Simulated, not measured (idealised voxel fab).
process module | voxel self aligned contacts
cross-section cut | 300 nm wide | cells 5 nm
A cross-section is a grid of square cells, given in bands from the top down. A band is one or more rows of cells.
Each band's line starts with the height of the band's top and of its bottom, in nm. Then come its materials from left to right, each with its width in nm. One material with "throughout" fills the band from edge to edge. "air" is empty space.
Height 0 is the level under which the wafer as received is all one material. The lowest band goes on downwards, as in "0 down".
A width such as "30 to 40" changes by the same amount from each row of cells to the next, from the band's top row to its bottom row.
"no change" after a step means that no cell of the cross-section changed.
closed voids: empty space of 8 cells or more with no open way to the top, each as width x height at its distance from the left edge, in nm
after a step's settings: what the simulator itself notes on the step
overlay nm, on a step with a mask: how far to the right of its planned place the mask lay; to the left if negative
plan
1 op RECEIVE | material Si
2 op OXIDIZE | depth nm 5
3 op DIRECTIONAL_DEP | material polySi | thk nm 20
4 op DIRECTIONAL_DEP | material SiN | thk nm 15
5 op PATTERN | tone cover | mask id GATE | material resist | width nm 35 | pitch nm 60 | thk nm 20 | overlay nm 0
6 op DIRECTIONAL_ETCH | etch materials SiN | depth nm 15
7 op DIRECTIONAL_ETCH | etch materials polySi | depth nm 20
8 op STRIP | etch materials resist
9 op CONFORMAL_DEP | material SiN | thk nm 5
10 op DIRECTIONAL_ETCH | etch materials SiN | depth nm 5
11 op FILL_DEP | material SiO2 | thk nm 15
12 op CMP | height nm 45
13 op PATTERN | tone open | mask id CONTACT | material resist | width nm 35 | thk nm 15 | overlay nm 0
14 op DIRECTIONAL_ETCH | etch materials SiO2 | depth nm 50
15 op STRIP | etch materials resist
16 op CONFORMAL_DEP | material TiN | thk nm 5
17 op FILL_DEP | material Ru | thk nm 10
18 op CMP | height nm 45
19 op CONFORMAL_DEP | material SiN | thk nm 5
as received, after step 1
  0 down: Si throughout
  closed voids: none
a wafer at the end: this start, this plan, one mistake
  50 to 45: SiN throughout
  45 to 35: Ru 125 to 90 | TiN 5 to 40 | SiO2 35 | TiN 5 to 40 | Ru 130 to 95
  35 to 20: Ru 90 | TiN 5 | SiN 45 | SiO2 15 | SiN 45 | TiN 5 | Ru 95
  20 to 0: Ru 90 | TiN 5 | SiN 5 | polySi 35 | SiN 5 | SiO2 15 | SiN 5 | polySi 35 | SiN 5 | TiN 5 | Ru 95
  0 to -5: TiN 95 | SiO2 105 | TiN 100
  -5 down: Si throughout
  closed voids: none
what went wrong: step 13 ran as: op PATTERN | tone cover | mask id CONTACT | material resist | width nm 35 | thk nm 15 | overlay nm 0
